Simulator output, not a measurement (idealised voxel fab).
voxel trench capacitor: a process module
It is cross-section cut that appears here, measuring 145 nm in width, its square cells being 5 nm in size.
Throughout this document, each cross-section is represented as a grid of square cells and is presented as a sequence of bands enumerated from the top downward, where a band comprises one or more rows of cells.
Top, bottom (nm), then materials left to right with widths (nm); lone material tagged "edge to edge" fills the whole band edge to edge; "air" = empty space.
Where do heights start? At 0: under that level the wafer as delivered is made of one material only. And the lowest band has no floor; it just carries on downward, as in "z 0 and below".
Note: "30->40" means the width goes from the first number (top row of the band) to the second number (bottom row) in equal steps per row of cells.
Any step labelled "left unchanged" changed none of the cells in the cross-section.
Empty spaces counting at least 8 cells and having no open way to the top are listed in "Sealed void listing". The notation width x height at distance is used for each, the distance being from the left edge and all three values in nm.
That trailing text on a step's line, after the settings, is the simulator's own remark on the step.
The optional step-line setting "overlay nm" applies to steps with a mask and quantifies how far to the right of its planned location the mask lay, a negative value indicating leftward placement.

### This section lists the process steps that were planned
step 1: RECEIVE with material Si
step 2: CONFORMAL_DEP with material SiN, thk nm 5
step 3: DIRECTIONAL_DEP with material aC, thk nm 15
step 4: PATTERN with tone open, mask id TRENCH, material resist, width nm 20, pitch nm 35, thk nm 35, overlay nm 0
step 5: DIRECTIONAL_ETCH with etch materials aC, depth nm 15
step 6: STRIP with etch materials resist
step 7: DIRECTIONAL_ETCH with etch materials SiN, depth nm 5
step 8: DIRECTIONAL_ETCH with etch materials Si, depth nm 35
step 9: STRIP with etch materials aC
step 10: CONFORMAL_DEP with material SiO2, thk nm 5
step 11: FILL_DEP with material polySi, thk nm 10
step 12: CMP with height nm 5

### The first of a set of two wafers, run to plan

### Shown in cross-section is the wafer as received, that is, as it stands after step 1
- z 0 and below | Si edge to edge
- Sealed void listing: none

### Once step 2 is through, the wafer looks like this in cross-section
- z 5 to 0 | SiN edge to edge
- Nothing below the height 0 has changed.

### Once step 3 is through, the wafer looks like this in cross-section
- z 20 to 5 | aC edge to edge
- Nothing below the height 5 has changed.

### Once step 4 is through, the wafer looks like this in cross-section
- z 55 to 20 | resist 45 nm, then air 20 nm, then resist 15 nm, then air 20 nm, then resist 45 nm
- Nothing below the height 20 has changed.

### Once step 5 is through, the wafer looks like this in cross-section
- z 40 to 20 | resist 45 nm, then air 20 nm, then resist 15 nm, then air 20 nm, then resist 45 nm
- z 20 to 5 | aC 45 nm, then air 20 nm, then aC 15 nm, then air 20 nm, then aC 45 nm
- Nothing below the height 5 has changed.

### Once step 6 is through, the wafer looks like this in cross-section
- z 20 to 5 | aC 45 nm, then air 20 nm, then aC 15 nm, then air 20 nm, then aC 45 nm
- Nothing below the height 5 has changed.

### Once step 7 is through, the wafer looks like this in cross-section
- z 20 to 5 | aC 45 nm, then air 20 nm, then aC 15 nm, then air 20 nm, then aC 45 nm
- z 5 to 0 | SiN 45 nm, then air 20 nm, then SiN 15 nm, then air 20 nm, then SiN 45 nm
- Nothing below the height 0 has changed.

### Once step 8 is through, the wafer looks like this in cross-section
- z 20 to 5 | aC 45 nm, then air 20 nm, then aC 15 nm, then air 20 nm, then aC 45 nm
- z 5 to 0 | SiN 45 nm, then air 20 nm, then SiN 15 nm, then air 20 nm, then SiN 45 nm
- z 0 to -35 | Si 45 nm, then air 20 nm, then Si 15 nm, then air 20 nm, then Si 45 nm
- Nothing below the height -35 has changed.

### Once step 9 is through, the wafer looks like this in cross-section
- z 5 to 0 | SiN 45 nm, then air 20 nm, then SiN 15 nm, then air 20 nm, then SiN 45 nm
- Nothing below the height 0 has changed.

### Once step 10 is through, the wafer looks like this in cross-section
- z 10 to 5 | SiO2 50 nm, then air 10 nm, then SiO2 25 nm, then air 10 nm, then SiO2 50 nm
- z 5 to 0 | SiN 45 nm, then SiO2 5 nm, then air 10 nm, then SiO2 5 nm, then SiN 15 nm, then SiO2 5 nm, then air 10 nm, then SiO2 5 nm, then SiN 45 nm
- z 0 to -30 | Si 45 nm, then SiO2 5 nm, then air 10 nm, then SiO2 5 nm, then Si 15 nm, then SiO2 5 nm, then air 10 nm, then SiO2 5 nm, then Si 45 nm
- z -30 to -35 | Si 45 nm, then SiO2 20 nm, then Si 15 nm, then SiO2 20 nm, then Si 45 nm
- Nothing below the height -35 has changed.

### Once step 11 is through, the wafer looks like this in cross-section
- z 20 to 10 | polySi edge to edge
- z 10 to 5 | SiO2 50 nm, then polySi 10 nm, then SiO2 25 nm, then polySi 10 nm, then SiO2 50 nm
- z 5 to 0 | SiN 45 nm, then SiO2 5 nm, then polySi 10 nm, then SiO2 5 nm, then SiN 15 nm, then SiO2 5 nm, then polySi 10 nm, then SiO2 5 nm, then SiN 45 nm
- z 0 to -30 | Si 45 nm, then SiO2 5 nm, then polySi 10 nm, then SiO2 5 nm, then Si 15 nm, then SiO2 5 nm, then polySi 10 nm, then SiO2 5 nm, then Si 45 nm
- Nothing below the height -30 has changed.

### Once step 12 is through, the wafer looks like this in cross-section
- z 5 to 0 | SiN 45 nm, then SiO2 5 nm, then polySi 10 nm, then SiO2 5 nm, then SiN 15 nm, then SiO2 5 nm, then polySi 10 nm, then SiO2 5 nm, then SiN 45 nm
- Nothing below the height 0 has changed.

### Wafer two. Identical start, identical plan. One mistake in execution. Identical history through step 11

The second wafer cut through, at the time step 12 was supposed to be finished: left unchanged
Deviation noted in wafer processing: step 12 of the plan did not run at all; it was left out
At the finish, the second wafer shows more or fewer cells for some materials than the first does: 25 more of SiO2 | 62 more of polySi
